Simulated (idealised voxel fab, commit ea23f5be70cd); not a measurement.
The following process module bears the name voxel capacitor over wiring.
This is section cut - it's 160 nm across, gridded in 5 nm square cells.
Cross-section = grid of square cells, listed top down in bands; band = one or more rows. The entry gives the band's vertical extent as a top height and a bottom height in nm, then its horizontal make-up as materials from left to right, each with a width in nm. "empty" stands for empty space; a single material marked "edge to edge" fills the band edge to edge. Ref level 0: as-received wafer is one material below here. Bottom band extends down with no lower bound ("0 -> down"). Width spec "30..40" -> top row of cells at first value, bottom row at second value, equal per-row change in between. Step marked "no change"? Then no cell in the cross-section changed in it. Enclosed voids (no open way to top), threshold 8 cells or more, entry "Internal closed voids", notation width x height at distance, distance from left edge, nm. Read whatever lies past the settings on a step's line as the simulator's own remark about the step. overlay nm: step with mask; distance mask lay right of planned place; negative value = left of planned place.

plan
1: RECEIVE,material Si
2: CONFORMAL_DEP,material SiO2,thk nm 10
3: DIRECTIONAL_DEP,material TiN,thk nm 5
4: DIRECTIONAL_DEP,material Ru,thk nm 15
5: MASKED_ETCH,tone cover,mask id METAL_1,width nm 20,pitch nm 90,etch materials Ru,depth nm 15,overlay nm 0
6: MASKED_ETCH,tone cover,mask id METAL_1,width nm 20,pitch nm 90,etch materials TiN,depth nm 5,overlay nm 0
7: CONFORMAL_DEP,material SiN,thk nm 5
8: FILL_DEP,material lowk,thk nm 5
9: CMP,height nm 30
10: CONFORMAL_DEP,material SiCN,thk nm 5
11: DIRECTIONAL_DEP,material lowk,thk nm 20
12: DIRECTIONAL_DEP,material aC,thk nm 10
13: PATTERN,tone open,mask id PLUG_1,material resist,width nm 15,thk nm 25,overlay nm 0
14: DIRECTIONAL_ETCH,etch materials aC,depth nm 10
15: STRIP,etch materials resist
16: DIRECTIONAL_ETCH,etch materials lowk,depth nm 20
17: DIRECTIONAL_ETCH,etch materials SiCN,depth nm 5
18: STRIP,etch materials aC
19: EPI,material Ru,thk nm 10
20: EPI,material Ru,thk nm 10
21: EPI,material Ru,thk nm 5
22: DIRECTIONAL_DEP,material TiN,thk nm 10
23: DIRECTIONAL_DEP,material Al2O3,thk nm 5
24: DIRECTIONAL_DEP,material TiN,thk nm 10
25: MASKED_ETCH,tone cover,mask id UPPER_PLATE,width nm 75,etch materials TiN,depth nm 10,overlay nm 0
26: MASKED_ETCH,tone cover,mask id UPPER_PLATE,width nm 75,etch materials Al2O3,depth nm 5,overlay nm 0
27: DIRECTIONAL_DEP,material aC,thk nm 15
28: PATTERN,tone cover,mask id LOWER_PLATE,material resist,width nm 85,thk nm 35,overlay nm 0
29: DIRECTIONAL_ETCH,etch materials aC,depth nm 15
30: STRIP,etch materials resist
31: DIRECTIONAL_ETCH,etch materials TiN,depth nm 10
32: STRIP,etch materials aC
33: FILL_DEP,material SiO2,thk nm 20
34: CMP,height nm 95
35: PATTERN,tone open,mask id PLUG_2,material resist,width nm 15,thk nm 20,overlay nm 0
36: DIRECTIONAL_ETCH,etch materials SiO2,depth nm 15
37: STRIP,etch materials resist
38: CONFORMAL_DEP,material TiN,thk nm 5
39: FILL_DEP,material Cu,thk nm 5
40: CMP,height nm 95
41: CONFORMAL_DEP,material SiCN,thk nm 5

First wafer out of two, processed as planned

As-received wafer cross-section (after step 1)
- 0 -> down | Si edge to edge
- Internal closed voids: none

Cross-section of the wafer subsequent to step 2
- 10 -> 0 | SiO2 edge to edge
- No changes below 0.

Cross-section of the wafer subsequent to step 3
- 15 -> 10 | TiN edge to edge
- No changes below 10.

Cross-section of the wafer subsequent to step 4
- 30 -> 15 | Ru edge to edge
- No changes below 15.

Cross-section of the wafer subsequent to step 5
- 30 -> 15 | 25 empty | 20 Ru | 70 empty | 20 Ru | 25 empty
- No changes below 15.

Cross-section of the wafer subsequent to step 6
- 30 -> 15 | 25 empty | 20 Ru | 70 empty | 20 Ru | 25 empty
- 15 -> 10 | 25 empty | 20 TiN | 70 empty | 20 TiN | 25 empty
- No changes below 10.

Cross-section of the wafer subsequent to step 7
- 35 -> 30 | 20 empty | 30 SiN | 60 empty | 30 SiN | 20 empty
- 30 -> 15 | 20 empty | 5 SiN | 20 Ru | 5 SiN | 60 empty | 5 SiN | 20 Ru | 5 SiN | 20 empty
- 15 -> 10 | 25 SiN | 20 TiN | 70 SiN | 20 TiN | 25 SiN
- No changes below 10.

Cross-section of the wafer subsequent to step 8
- 40 -> 35 | lowk edge to edge
- 35 -> 30 | 20 lowk | 30 SiN | 60 lowk | 30 SiN | 20 lowk
- 30 -> 15 | 20 lowk | 5 SiN | 20 Ru | 5 SiN | 60 lowk | 5 SiN | 20 Ru | 5 SiN | 20 lowk
- No changes below 15.

Cross-section of the wafer subsequent to step 9
- 30 -> 15 | 20 lowk | 5 SiN | 20 Ru | 5 SiN | 60 lowk | 5 SiN | 20 Ru | 5 SiN | 20 lowk
- No changes below 15.

Cross-section of the wafer subsequent to step 10
- 35 -> 30 | SiCN edge to edge
- No changes below 30.

Cross-section of the wafer subsequent to step 11
- 55 -> 35 | lowk edge to edge
- No changes below 35.

Cross-section of the wafer subsequent to step 12
- 65 -> 55 | aC edge to edge
- No changes below 55.

Cross-section of the wafer subsequent to step 13
- 90 -> 65 | 30 resist | 15 empty | 115 resist
- No changes below 65.

Cross-section of the wafer subsequent to step 14
- 80 -> 65 | 30 resist | 15 empty | 115 resist
- 65 -> 55 | 30 aC | 15 empty | 115 aC
- No changes below 55.

Cross-section of the wafer subsequent to step 15
- 65 -> 55 | 30 aC | 15 empty | 115 aC
- No changes below 55.

Cross-section of the wafer subsequent to step 16
- 65 -> 55 | 30 aC | 15 empty | 115 aC
- 55 -> 35 | 30 lowk | 15 empty | 115 lowk
- No changes below 35.

Cross-section of the wafer subsequent to step 17
- 65 -> 55 | 30 aC | 15 empty | 115 aC
- 55 -> 35 | 30 lowk | 15 empty | 115 lowk
- 35 -> 30 | 30 SiCN | 15 empty | 115 SiCN
- No changes below 30.

Cross-section of the wafer subsequent to step 18
- 55 -> 35 | 30 lowk | 15 empty | 115 lowk
- No changes below 35.

Cross-section of the wafer subsequent to step 19
- 55 -> 40 | 30 lowk | 15 empty | 115 lowk
- 40 -> 35 | 30 lowk | 15 Ru | 115 lowk
- 35 -> 30 | 30 SiCN | 15 Ru | 115 SiCN
- No changes below 30.

Cross-section of the wafer subsequent to step 20
- 55 -> 50 | 30 lowk | 15 empty | 115 lowk
- 50 -> 35 | 30 lowk | 15 Ru | 115 lowk
- No changes below 35.

Cross-section of the wafer subsequent to step 21
- 55 -> 35 | 30 lowk | 15 Ru | 115 lowk
- No changes below 35.

Cross-section of the wafer subsequent to step 22
- 65 -> 55 | TiN edge to edge
- No changes below 55.

Cross-section of the wafer subsequent to step 23
- 70 -> 65 | Al2O3 edge to edge
- No changes below 65.

Cross-section of the wafer subsequent to step 24
- 80 -> 70 | TiN edge to edge
- No changes below 70.

Cross-section of the wafer subsequent to step 25
- 80 -> 70 | 30 empty | 75 TiN | 55 empty
- No changes below 70.

Cross-section of the wafer subsequent to step 26
- 80 -> 70 | 30 empty | 75 TiN | 55 empty
- 70 -> 65 | 30 empty | 75 Al2O3 | 55 empty
- No changes below 65.

Cross-section of the wafer subsequent to step 27
- 95 -> 80 | 30 empty | 75 aC | 55 empty
- 80 -> 70 | 30 aC | 75 TiN | 55 aC
- 70 -> 65 | 30 aC | 75 Al2O3 | 55 aC
- No changes below 65.

Cross-section of the wafer subsequent to step 28
- 130 -> 95 | 25 empty | 85 resist | 50 empty
- 95 -> 80 | 25 empty | 5 resist | 75 aC | 5 resist | 50 empty
- No changes below 80.

Cross-section of the wafer subsequent to step 29
- 115 -> 95 | 25 empty | 85 resist | 50 empty
- 95 -> 80 | 25 empty | 5 resist | 75 aC | 5 resist | 50 empty
- 80 -> 70 | 25 empty | 5 aC | 75 TiN | 5 aC | 50 empty
- 70 -> 65 | 25 empty | 5 aC | 75 Al2O3 | 5 aC | 50 empty
- No changes below 65.

Cross-section of the wafer subsequent to step 30
- 95 -> 80 | 30 empty | 75 aC | 55 empty
- No changes below 80.

Cross-section of the wafer subsequent to step 31
- 95 -> 80 | 30 empty | 75 aC | 55 empty
- 80 -> 70 | 25 empty | 5 aC | 75 TiN | 5 aC | 50 empty
- 70 -> 65 | 25 empty | 5 aC | 75 Al2O3 | 5 aC | 50 empty
- 65 -> 55 | 25 empty | 85 TiN | 50 empty
- No changes below 55.

Cross-section of the wafer subsequent to step 32
- 80 -> 70 | 30 empty | 75 TiN | 55 empty
- 70 -> 65 | 30 empty | 75 Al2O3 | 55 empty
- No changes below 65.

Cross-section of the wafer subsequent to step 33
- 100 -> 80 | SiO2 edge to edge
- 80 -> 70 | 30 SiO2 | 75 TiN | 55 SiO2
- 70 -> 65 | 30 SiO2 | 75 Al2O3 | 55 SiO2
- 65 -> 55 | 25 SiO2 | 85 TiN | 50 SiO2
- No changes below 55.

Cross-section of the wafer subsequent to step 34
- 95 -> 80 | SiO2 edge to edge
- No changes below 80.

Cross-section of the wafer subsequent to step 35
- 115 -> 95 | 40 resist | 15 empty | 105 resist
- No changes below 95.

Cross-section of the wafer subsequent to step 36
- 115 -> 95 | 40 resist | 15 empty | 105 resist
- 95 -> 80 | 40 SiO2 | 15 empty | 105 SiO2
- No changes below 80.

Cross-section of the wafer subsequent to step 37
- 95 -> 80 | 40 SiO2 | 15 empty | 105 SiO2
- No changes below 80.

Cross-section of the wafer subsequent to step 38
- 100 -> 95 | 45 TiN | 5 empty | 110 TiN
- 95 -> 85 | 40 SiO2 | 5 TiN | 5 empty | 5 TiN | 105 SiO2
- 85 -> 80 | 40 SiO2 | 15 TiN | 105 SiO2
- No changes below 80.

Cross-section of the wafer subsequent to step 39
- 105 -> 100 | Cu edge to edge
- 100 -> 95 | 45 TiN | 5 Cu | 110 TiN
- 95 -> 85 | 40 SiO2 | 5 TiN | 5 Cu | 5 TiN | 105 SiO2
- No changes below 85.

Cross-section of the wafer subsequent to step 40
- 95 -> 85 | 40 SiO2 | 5 TiN | 5 Cu | 5 TiN | 105 SiO2
- No changes below 85.

Cross-section of the wafer subsequent to step 41
- 100 -> 95 | SiCN edge to edge
- No changes below 95.

Wafer two of the pair: same origin, same plan, one error during the run; identical to wafer one up to and including step 15

Cross-section of the second wafer at the time step 16 of the plan should have ended
- 65 -> 55 | 30 aC | 15 empty | 115 aC
- 55 -> 40 | 30 lowk | 15 empty | 115 lowk
- No changes below 40.

Cross-section of the second wafer at the time step 17 of the plan should have ended: no change

Cross-section of the second wafer at the time step 18 of the plan should have ended
- 55 -> 40 | 30 lowk | 15 empty | 115 lowk
- No changes below 40.

Cross-section of the second wafer at the time step 19 of the plan should have ended: no change

Cross-section of the second wafer at the time step 20 of the plan should have ended: no change

Cross-section of the second wafer at the time step 21 of the plan should have ended: no change

Cross-section of the second wafer at the time step 22 of the plan should have ended
- 65 -> 55 | 30 TiN | 15 empty | 115 TiN
- 55 -> 50 | 30 lowk | 15 empty | 115 lowk
- 50 -> 40 | 30 lowk | 15 TiN | 115 lowk
- No changes below 40.

Cross-section of the second wafer at the time step 23 of the plan should have ended
- 70 -> 65 | 30 Al2O3 | 15 empty | 115 Al2O3
- 65 -> 55 | 30 TiN | 15 empty | 115 TiN
- 55 -> 50 | 30 lowk | 15 Al2O3 | 115 lowk
- No changes below 50.

Cross-section of the second wafer at the time step 24 of the plan should have ended
- 80 -> 70 | 30 TiN | 15 empty | 115 TiN
- 70 -> 65 | 30 Al2O3 | 15 empty | 115 Al2O3
- 65 -> 55 | TiN edge to edge
- No changes below 55.

Cross-section of the second wafer at the time step 25 of the plan should have ended
- 80 -> 70 | 45 empty | 60 TiN | 55 empty
- No changes below 70.

Cross-section of the second wafer at the time step 26 of the plan should have ended
- 80 -> 70 | 45 empty | 60 TiN | 55 empty
- 70 -> 65 | 45 empty | 60 Al2O3 | 55 empty
- No changes below 65.

Cross-section of the second wafer at the time step 27 of the plan should have ended
- 95 -> 80 | 45 empty | 60 aC | 55 empty
- 80 -> 70 | 45 aC | 60 TiN | 55 aC
- 70 -> 65 | 45 aC | 60 Al2O3 | 55 aC
- No changes below 65.

Cross-section of the second wafer at the time step 28 of the plan should have ended
- 130 -> 95 | 25 empty | 85 resist | 50 empty
- 95 -> 80 | 25 empty | 20 resist | 60 aC | 5 resist | 50 empty
- No changes below 80.

Cross-section of the second wafer at the time step 29 of the plan should have ended
- 115 -> 95 | 25 empty | 85 resist | 50 empty
- 95 -> 80 | 25 empty | 20 resist | 60 aC | 5 resist | 50 empty
- 80 -> 70 | 25 empty | 20 aC | 60 TiN | 5 aC | 50 empty
- 70 -> 65 | 25 empty | 20 aC | 60 Al2O3 | 5 aC | 50 empty
- No changes below 65.

Cross-section of the second wafer at the time step 30 of the plan should have ended
- 95 -> 80 | 45 empty | 60 aC | 55 empty
- No changes below 80.

Cross-section of the second wafer at the time step 31 of the plan should have ended
- 95 -> 80 | 45 empty | 60 aC | 55 empty
- 80 -> 70 | 25 empty | 20 aC | 60 TiN | 5 aC | 50 empty
- 70 -> 65 | 25 empty | 20 aC | 60 Al2O3 | 5 aC | 50 empty
- 65 -> 55 | 25 empty | 85 TiN | 50 empty
- No changes below 55.

Cross-section of the second wafer at the time step 32 of the plan should have ended
- 80 -> 70 | 45 empty | 60 TiN | 55 empty
- 70 -> 65 | 45 empty | 60 Al2O3 | 55 empty
- No changes below 65.

Cross-section of the second wafer at the time step 33 of the plan should have ended
- 100 -> 80 | SiO2 edge to edge
- 80 -> 70 | 45 SiO2 | 60 TiN | 55 SiO2
- 70 -> 65 | 45 SiO2 | 60 Al2O3 | 55 SiO2
- 65 -> 55 | 25 SiO2 | 85 TiN | 50 SiO2
- No changes below 55.

Cross-section of the second wafer at the time step 34 of the plan should have ended
- 95 -> 80 | SiO2 edge to edge
- No changes below 80.

Cross-section of the second wafer at the time step 35 of the plan should have ended
- 115 -> 95 | 40 resist | 15 empty | 105 resist
- No changes below 95.

Cross-section of the second wafer at the time step 36 of the plan should have ended
- 115 -> 95 | 40 resist | 15 empty | 105 resist
- 95 -> 80 | 40 SiO2 | 15 empty | 105 SiO2
- No changes below 80.

Cross-section of the second wafer at the time step 37 of the plan should have ended
- 95 -> 80 | 40 SiO2 | 15 empty | 105 SiO2
- No changes below 80.

Cross-section of the second wafer at the time step 38 of the plan should have ended
- 100 -> 95 | 45 TiN | 5 empty | 110 TiN
- 95 -> 85 | 40 SiO2 | 5 TiN | 5 empty | 5 TiN | 105 SiO2
- 85 -> 80 | 40 SiO2 | 15 TiN | 105 SiO2
- No changes below 80.

Cross-section of the second wafer at the time step 39 of the plan should have ended
- 105 -> 100 | Cu edge to edge
- 100 -> 95 | 45 TiN | 5 Cu | 110 TiN
- 95 -> 85 | 40 SiO2 | 5 TiN | 5 Cu | 5 TiN | 105 SiO2
- No changes below 85.

Cross-section of the second wafer at the time step 40 of the plan should have ended
- 95 -> 85 | 40 SiO2 | 5 TiN | 5 Cu | 5 TiN | 105 SiO2
- No changes below 85.

Cross-section of the second wafer at the time step 41 of the plan should have ended
- 100 -> 95 | SiCN edge to edge
- No changes below 95.
The mistake made against the process plan was this: step 16: run off-plan, actual operation and settings DIRECTIONAL_ETCH,etch materials lowk,depth nm 15
Looking at both finished wafers in cells, the second ends up ahead of or behind the first on some materials: Ru: 15 fewer | SiCN: 3 more | SiO2: 9 more | lowk: 3 more
